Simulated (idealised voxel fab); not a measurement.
Process module heading - voxel capacitor over wiring
For reference, the cross-section in this document is cut, with width 295 nm and square cells of 5 nm.
Reading order for cross-sections: top band down to bottom band. Underlying form: a grid of square cells. Band size: one or more rows of cells.
Each band's line starts with the height of the band's top and of its bottom, in nm. Then come its materials from left to right, each with its width in nm. One material with "all across" fills the band from edge to edge. "empty" is empty space.
All heights in this document are referenced to 0, defined as the level beneath which the wafer, as received, consists entirely of one material. The lowest band is not bounded below; it extends indefinitely downward and is written in the form "z 0 and below".
A two-number width, for instance "30->40", indicates that the width is equal to the first number in the top row of the band and to the second number in the bottom row, and that it changes by a constant amount per row of cells.
"no modifications", as given for a step, is the statement that not any cell of the cross-section underwent a change during that step.
In "Sealed void list" the enclosed voids are listed, meaning empty spaces of 8 cells or larger without any opening to the top. The form is width x height at distance, distance from the left edge, units nm.
Read whatever lies past the settings on a step's line as the simulator's own remark about the step.
Each step line may optionally specify "overlay nm", which for a step with a mask gives the rightward distance between the mask's planned place and where it lay, a negative value indicating the leftward direction.
### Listed below are the process steps as planned
- 1: op RECEIVE | material Si
- 2: op CONFORMAL_DEP | material SiO2 | thk nm 10
- 3: op DIRECTIONAL_DEP | material TiN | thk nm 5
- 4: op DIRECTIONAL_DEP | material Ru | thk nm 20
- 5: op PATTERN | tone cover | mask id METAL_1 | material resist | width nm 20 | pitch nm 80 | thk nm 15 | overlay nm 0
- 6: op DIRECTIONAL_ETCH | etch materials Ru | depth nm 20
- 7: op DIRECTIONAL_ETCH | etch materials TiN | depth nm 5
- 8: op STRIP | etch materials resist
- 9: op CONFORMAL_DEP | material SiN | thk nm 5
- 10: op FILL_DEP | material SiO2 | thk nm 10
- 11: op CMP | height nm 35
- 12: op CONFORMAL_DEP | material SiCN | thk nm 5
- 13: op DIRECTIONAL_DEP | material SiO2 | thk nm 20
- 14: op MASKED_ETCH | tone open | mask id PLUG_1 | width nm 15 | etch materials SiO2 | depth nm 20 | overlay nm 0
- 15: op MASKED_ETCH | tone open | mask id PLUG_1 | width nm 15 | etch materials SiCN | depth nm 5 | overlay nm 0
- 16: op CONFORMAL_DEP | material TiN | thk nm 5
- 17: op FILL_DEP | material W | thk nm 10
- 18: op CMP | height nm 60
- 19: op DIRECTIONAL_DEP | material TiN | thk nm 5
- 20: op DIRECTIONAL_DEP | material Al2O3 | thk nm 5
- 21: op DIRECTIONAL_DEP | material TiN | thk nm 5
- 22: op MASKED_ETCH | tone cover | mask id UPPER_PLATE | width nm 65 | etch materials TiN | depth nm 5 | overlay nm 0
- 23: op MASKED_ETCH | tone cover | mask id UPPER_PLATE | width nm 65 | etch materials Al2O3 | depth nm 5 | overlay nm 0
- 24: op PATTERN | tone cover | mask id LOWER_PLATE | material resist | width nm 75 | thk nm 20 | overlay nm 0
- 25: op DIRECTIONAL_ETCH | etch materials TiN | depth nm 5
- 26: op STRIP | etch materials resist
- 27: op FILL_DEP | material SiO2 | thk nm 20
- 28: op CMP | height nm 90
- 29: op PATTERN | tone open | mask id PLUG_2 | material resist | width nm 15 | thk nm 20 | overlay nm 0
- 30: op DIRECTIONAL_ETCH | etch materials SiO2 | depth nm 15
- 31: op STRIP | etch materials resist
- 32: op CONFORMAL_DEP | material TiN | thk nm 5
- 33: op FILL_DEP | material Ru | thk nm 10
- 34: op CMP | height nm 90
- 35: op CONFORMAL_DEP | material SiCN | thk nm 5
### The first of two wafers, run as planned
### Cross-section of the wafer as it came to us, i.e., already through step 1
z 0 and below  Si all across
Sealed void list: none
### So this is the wafer cross-section right after step 2
z 10 to 0  SiO2 all across
Whatever lies below 0 is exactly as it was before.
### So this is the wafer cross-section right after step 3
z 15 to 10  TiN all across
Whatever lies below 10 is exactly as it was before.
### So this is the wafer cross-section right after step 4
z 35 to 15  Ru all across
Whatever lies below 15 is exactly as it was before.
### So this is the wafer cross-section right after step 5
z 50 to 35  95 nm empty / 20 nm resist / 60 nm empty / 20 nm resist / 100 nm empty
Whatever lies below 35 is exactly as it was before.
### So this is the wafer cross-section right after step 6
z 50 to 35  95 nm empty / 20 nm resist / 60 nm empty / 20 nm resist / 100 nm empty
z 35 to 15  95 nm empty / 20 nm Ru / 60 nm empty / 20 nm Ru / 100 nm empty
Whatever lies below 15 is exactly as it was before.
### So this is the wafer cross-section right after step 7
z 50 to 35  95 nm empty / 20 nm resist / 60 nm empty / 20 nm resist / 100 nm empty
z 35 to 15  95 nm empty / 20 nm Ru / 60 nm empty / 20 nm Ru / 100 nm empty
z 15 to 10  95 nm empty / 20 nm TiN / 60 nm empty / 20 nm TiN / 100 nm empty
Whatever lies below 10 is exactly as it was before.
### So this is the wafer cross-section right after step 8
z 35 to 15  95 nm empty / 20 nm Ru / 60 nm empty / 20 nm Ru / 100 nm empty
Whatever lies below 15 is exactly as it was before.
### So this is the wafer cross-section right after step 9
z 40 to 35  90 nm empty / 30 nm SiN / 50 nm empty / 30 nm SiN / 95 nm empty
z 35 to 15  90 nm empty / 5 nm SiN / 20 nm Ru / 5 nm SiN / 50 nm empty / 5 nm SiN / 20 nm Ru / 5 nm SiN / 95 nm empty
z 15 to 10  95 nm SiN / 20 nm TiN / 60 nm SiN / 20 nm TiN / 100 nm SiN
Whatever lies below 10 is exactly as it was before.
### So this is the wafer cross-section right after step 10
z 50 to 40  SiO2 all across
z 40 to 35  90 nm SiO2 / 30 nm SiN / 50 nm SiO2 / 30 nm SiN / 95 nm SiO2
z 35 to 15  90 nm SiO2 / 5 nm SiN / 20 nm Ru / 5 nm SiN / 50 nm SiO2 / 5 nm SiN / 20 nm Ru / 5 nm SiN / 95 nm SiO2
Whatever lies below 15 is exactly as it was before.
### So this is the wafer cross-section right after step 11
z 35 to 15  90 nm SiO2 / 5 nm SiN / 20 nm Ru / 5 nm SiN / 50 nm SiO2 / 5 nm SiN / 20 nm Ru / 5 nm SiN / 95 nm SiO2
Whatever lies below 15 is exactly as it was before.
### So this is the wafer cross-section right after step 12
z 40 to 35  SiCN all across
Whatever lies below 35 is exactly as it was before.
### So this is the wafer cross-section right after step 13
z 60 to 40  SiO2 all across
Whatever lies below 40 is exactly as it was before.
### So this is the wafer cross-section right after step 14
z 60 to 40  100 nm SiO2 / 15 nm empty / 180 nm SiO2
Whatever lies below 40 is exactly as it was before.
### So this is the wafer cross-section right after step 15
z 60 to 40  100 nm SiO2 / 15 nm empty / 180 nm SiO2
z 40 to 35  100 nm SiCN / 15 nm empty / 180 nm SiCN
Whatever lies below 35 is exactly as it was before.
### So this is the wafer cross-section right after step 16
z 65 to 60  105 nm TiN / 5 nm empty / 185 nm TiN
z 60 to 40  100 nm SiO2 / 5 nm TiN / 5 nm empty / 5 nm TiN / 180 nm SiO2
z 40 to 35  100 nm SiCN / 15 nm TiN / 180 nm SiCN
Whatever lies below 35 is exactly as it was before.
### So this is the wafer cross-section right after step 17
z 75 to 65  W all across
z 65 to 60  105 nm TiN / 5 nm W / 185 nm TiN
z 60 to 40  100 nm SiO2 / 5 nm TiN / 5 nm W / 5 nm TiN / 180 nm SiO2
Whatever lies below 40 is exactly as it was before.
### So this is the wafer cross-section right after step 18
z 60 to 40  100 nm SiO2 / 5 nm TiN / 5 nm W / 5 nm TiN / 180 nm SiO2
Whatever lies below 40 is exactly as it was before.
### So this is the wafer cross-section right after step 19
z 65 to 60  TiN all across
Whatever lies below 60 is exactly as it was before.
### So this is the wafer cross-section right after step 20
z 70 to 65  Al2O3 all across
Whatever lies below 65 is exactly as it was before.
### So this is the wafer cross-section right after step 21
z 75 to 70  TiN all across
Whatever lies below 70 is exactly as it was before.
### So this is the wafer cross-section right after step 22
z 75 to 70  100 nm empty / 65 nm TiN / 130 nm empty
Whatever lies below 70 is exactly as it was before.
### So this is the wafer cross-section right after step 23
z 75 to 70  100 nm empty / 65 nm TiN / 130 nm empty
z 70 to 65  100 nm empty / 65 nm Al2O3 / 130 nm empty
Whatever lies below 65 is exactly as it was before.
### So this is the wafer cross-section right after step 24
z 95 to 75  95 nm empty / 75 nm resist / 125 nm empty
z 75 to 70  95 nm empty / 5 nm resist / 65 nm TiN / 5 nm resist / 125 nm empty
z 70 to 65  95 nm empty / 5 nm resist / 65 nm Al2O3 / 5 nm resist / 125 nm empty
Whatever lies below 65 is exactly as it was before.
### So this is the wafer cross-section right after step 25
z 95 to 75  95 nm empty / 75 nm resist / 125 nm empty
z 75 to 70  95 nm empty / 5 nm resist / 65 nm TiN / 5 nm resist / 125 nm empty
z 70 to 65  95 nm empty / 5 nm resist / 65 nm Al2O3 / 5 nm resist / 125 nm empty
z 65 to 60  95 nm empty / 75 nm TiN / 125 nm empty
Whatever lies below 60 is exactly as it was before.
### So this is the wafer cross-section right after step 26
z 75 to 70  100 nm empty / 65 nm TiN / 130 nm empty
z 70 to 65  100 nm empty / 65 nm Al2O3 / 130 nm empty
Whatever lies below 65 is exactly as it was before.
### So this is the wafer cross-section right after step 27
z 95 to 75  SiO2 all across
z 75 to 70  100 nm SiO2 / 65 nm TiN / 130 nm SiO2
z 70 to 65  100 nm SiO2 / 65 nm Al2O3 / 130 nm SiO2
z 65 to 60  95 nm SiO2 / 75 nm TiN / 125 nm SiO2
Whatever lies below 60 is exactly as it was before.
### So this is the wafer cross-section right after step 28
z 90 to 75  SiO2 all across
Whatever lies below 75 is exactly as it was before.
### So this is the wafer cross-section right after step 29
z 110 to 90  110 nm resist / 15 nm empty / 170 nm resist
Whatever lies below 90 is exactly as it was before.
### So this is the wafer cross-section right after step 30
z 110 to 90  110 nm resist / 15 nm empty / 170 nm resist
z 90 to 75  110 nm SiO2 / 15 nm empty / 170 nm SiO2
Whatever lies below 75 is exactly as it was before.
### So this is the wafer cross-section right after step 31
z 90 to 75  110 nm SiO2 / 15 nm empty / 170 nm SiO2
Whatever lies below 75 is exactly as it was before.
### So this is the wafer cross-section right after step 32
z 95 to 90  115 nm TiN / 5 nm empty / 175 nm TiN
z 90 to 80  110 nm SiO2 / 5 nm TiN / 5 nm empty / 5 nm TiN / 170 nm SiO2
z 80 to 70  110->100 nm SiO2 / 15->65 nm TiN / 170->130 nm SiO2
Whatever lies below 70 is exactly as it was before.
### So this is the wafer cross-section right after step 33
z 105 to 95  Ru all across
z 95 to 90  115 nm TiN / 5 nm Ru / 175 nm TiN
z 90 to 80  110 nm SiO2 / 5 nm TiN / 5 nm Ru / 5 nm TiN / 170 nm SiO2
Whatever lies below 80 is exactly as it was before.
### So this is the wafer cross-section right after step 34
z 90 to 80  110 nm SiO2 / 5 nm TiN / 5 nm Ru / 5 nm TiN / 170 nm SiO2
Whatever lies below 80 is exactly as it was before.
### So this is the wafer cross-section right after step 35
z 95 to 90  SiCN all across
Whatever lies below 90 is exactly as it was before.
### Okay, second wafer. Nothing different at the start, nothing different in the plan, just one mistake somewhere in the running. As far as step 28, counting that step, it's the first wafer all over again
### Cross-sectional representation of the second wafer at the time designated in the plan for the completion of step 29
z 110 to 90  110 nm empty / 15 nm resist / 170 nm empty
Whatever lies below 90 is exactly as it was before.
### Cross-sectional representation of the second wafer at the time designated in the plan for the completion of step 30
z 110 to 90  110 nm empty / 15 nm resist / 170 nm empty
z 90 to 75  110 nm empty / 15 nm SiO2 / 170 nm empty
Whatever lies below 75 is exactly as it was before.
### Cross-sectional representation of the second wafer at the time designated in the plan for the completion of step 31
z 90 to 75  110 nm empty / 15 nm SiO2 / 170 nm empty
Whatever lies below 75 is exactly as it was before.
### Cross-sectional representation of the second wafer at the time designated in the plan for the completion of step 32
z 95 to 90  105 nm empty / 25 nm TiN / 165 nm empty
z 90 to 80  105 nm empty / 5 nm TiN / 15 nm SiO2 / 5 nm TiN / 165 nm empty
z 80 to 75  110 nm TiN / 15 nm SiO2 / 170 nm TiN
Whatever lies below 75 is exactly as it was before.
### Cross-sectional representation of the second wafer at the time designated in the plan for the completion of step 33
z 105 to 95  Ru all across
z 95 to 90  105 nm Ru / 25 nm TiN / 165 nm Ru
z 90 to 80  105 nm Ru / 5 nm TiN / 15 nm SiO2 / 5 nm TiN / 165 nm Ru
Whatever lies below 80 is exactly as it was before.
### Cross-sectional representation of the second wafer at the time designated in the plan for the completion of step 34
z 90 to 80  105 nm Ru / 5 nm TiN / 15 nm SiO2 / 5 nm TiN / 165 nm Ru
Whatever lies below 80 is exactly as it was before.
### Cross-sectional representation of the second wafer at the time designated in the plan for the completion of step 35
z 95 to 90  SiCN all across
Whatever lies below 90 is exactly as it was before.
Run error: step 29: run off-plan, actual operation and settings op PATTERN | tone cover | mask id PLUG_2 | material resist | width nm 15 | thk nm 20 | overlay nm 0
Materials where the second wafer ends with more or fewer cells than the first: 106 more of Ru, 159 fewer of SiO2, 53 more of TiN
